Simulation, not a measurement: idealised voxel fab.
The process module that follows is named voxel self aligned vias.
For reference, the cross-section in this document is cut, with width 220 nm and square cells of 5 nm.
Cross-section layout: square cells on a grid; listed as bands, top to bottom; a band spans one or more cell rows.
Look at the band entry: it leads with the top's height and the bottom's height in nm. Then it lists the materials left to right, with a width in nm for each. The word "throughout" on a single material says that material fills the band edge to edge. The word "blank" is empty space.
Measure heights from 0. That's the level where, below it, the as-received wafer is all one material. The lowest band is bottomless and extends downward; write it as in "z 0 and below".
Graded width ("30..40"): value in top row of band = first number; value in bottom row = second number; row-to-row change constant.
Basically "nothing was modified" means that step didn't change any cell in the cross-section.
"Unvented cavities" - sealed voids, min. 8 cells, no opening to top; format: width x height at distance (distance from left edge; nm throughout).
Where a step's line continues beyond its settings, the continuation is a remark by the simulator itself on that step.
"overlay nm" on a masked step: distance the mask lay right of its planned place, negative for left.

## Steps in the process plan
1,RECEIVE: material Si
2,CONFORMAL_DEP: material SiO2, thk nm 10
3,CONFORMAL_DEP: material SiCN, thk nm 5
4,DIRECTIONAL_DEP: material SiO2, thk nm 25
5,PATTERN: tone open, mask id LINES, material resist, width nm 20, pitch nm 50, thk nm 15, overlay nm 0
6,DIRECTIONAL_ETCH: etch materials SiO2, depth nm 25
7,STRIP: etch materials resist
8,CONFORMAL_DEP: material TiN, thk nm 5
9,FILL_DEP: material W, thk nm 10
10,CMP: height nm 40
11,SELECTIVE_ETCH: etch materials W Ru TiN, depth nm 5
12,FILL_DEP: material SiN, thk nm 10
13,CMP: height nm 40
14,DIRECTIONAL_DEP: material SiO2, thk nm 15
15,MASKED_ETCH: tone open, mask id VIAS, width nm 20, pitch nm 100, etch materials SiO2, depth nm 15, overlay nm 0
16,MASKED_ETCH: tone open, mask id VIAS, width nm 30, pitch nm 100, etch materials SiN, depth nm 5, overlay nm 0
17,CONFORMAL_DEP: material TiN, thk nm 5
18,FILL_DEP: material Ru, thk nm 10
19,CMP: height nm 55
20,CONFORMAL_DEP: material SiN, thk nm 5
Across this set of wafers, the varied parameter is the width nm of step 15. Starting conditions are identical for every wafer, and the plan reports the value assigned to the first wafer.

## First of several wafers (as received, post step 1), cross-sectional view
  z 0 and below | Si throughout
  Unvented cavities: none

## Last step of the module is step 20; after it, the first of several wafers in cross-section
  z 60 to 55 | SiN throughout
  z 55 to 40 | 50 nm SiO2, then 5 nm TiN, then 10 nm Ru, then 5 nm TiN, then 80 nm SiO2, then 5 nm TiN, then 10 nm Ru, then 5 nm TiN, then 50 nm SiO2
  z 40 to 35 | 50 nm SiO2, then 20 nm TiN, then 30 nm SiO2, then 20 nm SiN, then 30 nm SiO2, then 20 nm TiN, then 50 nm SiO2
  z 35 to 20 | 50 nm SiO2, then 5 nm TiN, then 10 nm W, then 5 nm TiN, then 30 nm SiO2, then 5 nm TiN, then 10 nm W, then 5 nm TiN, then 30 nm SiO2, then 5 nm TiN, then 10 nm W, then 5 nm TiN, then 50 nm SiO2
  z 20 to 15 | 50 nm SiO2, then 20 nm TiN, then 30 nm SiO2, then 20 nm TiN, then 30 nm SiO2, then 20 nm TiN, then 50 nm SiO2
  z 15 to 10 | SiCN throughout
  z 10 to 0 | SiO2 throughout
  z 0 and below | Si throughout
  Unvented cavities: none

## Module end, final wafer: cross-section
  z 60 to 55 | SiN throughout
  z 55 to 45 | 40 nm SiO2, then 5 nm TiN, then 35 nm Ru, then 5 nm TiN, then 55 nm SiO2, then 5 nm TiN, then 35 nm Ru, then 5 nm TiN, then 35 nm SiO2
  z 45 to 40 | 40 nm SiO2, then 15 nm TiN, then 10 nm Ru, then 20 nm TiN, then 55 nm SiO2, then 15 nm TiN, then 10 nm Ru, then 20 nm TiN, then 35 nm SiO2
  z 40 to 35 | 50 nm SiO2, then 20 nm TiN, then 30 nm SiO2, then 20 nm SiN, then 30 nm SiO2, then 20 nm TiN, then 50 nm SiO2
  z 35 to 20 | 50 nm SiO2, then 5 nm TiN, then 10 nm W, then 5 nm TiN, then 30 nm SiO2, then 5 nm TiN, then 10 nm W, then 5 nm TiN, then 30 nm SiO2, then 5 nm TiN, then 10 nm W, then 5 nm TiN, then 50 nm SiO2
  z 20 to 15 | 50 nm SiO2, then 20 nm TiN, then 30 nm SiO2, then 20 nm TiN, then 30 nm SiO2, then 20 nm TiN, then 50 nm SiO2
  z 15 to 10 | SiCN throughout
  z 10 to 0 | SiO2 throughout
  z 0 and below | Si throughout
  Unvented cavities: none

## Below is a per-wafer table. In it, each row describes the wafer at the end of the module by giving, for each material, the number of cells gained (+) or lost (-) since the wafer was received, and after that the closed voids of the wafer
width nm 20; +12 Ru; +44 SiCN; +48 SiN; +356 SiO2; +50 TiN; +18 W; Unvented cavities: none
width nm 25; +16 Ru; +44 SiCN; +48 SiN; +350 SiO2; +52 TiN; +18 W; Unvented cavities: none
width nm 30; +20 Ru; +44 SiCN; +48 SiN; +344 SiO2; +54 TiN; +18 W; Unvented cavities: none
width nm 35; +24 Ru; +44 SiCN; +48 SiN; +338 SiO2; +56 TiN; +18 W; Unvented cavities: none
width nm 40; +28 Ru; +44 SiCN; +48 SiN; +332 SiO2; +58 TiN; +18 W; Unvented cavities: none
width nm 45; +32 Ru; +44 SiCN; +48 SiN; +326 SiO2; +60 TiN; +18 W; Unvented cavities: none
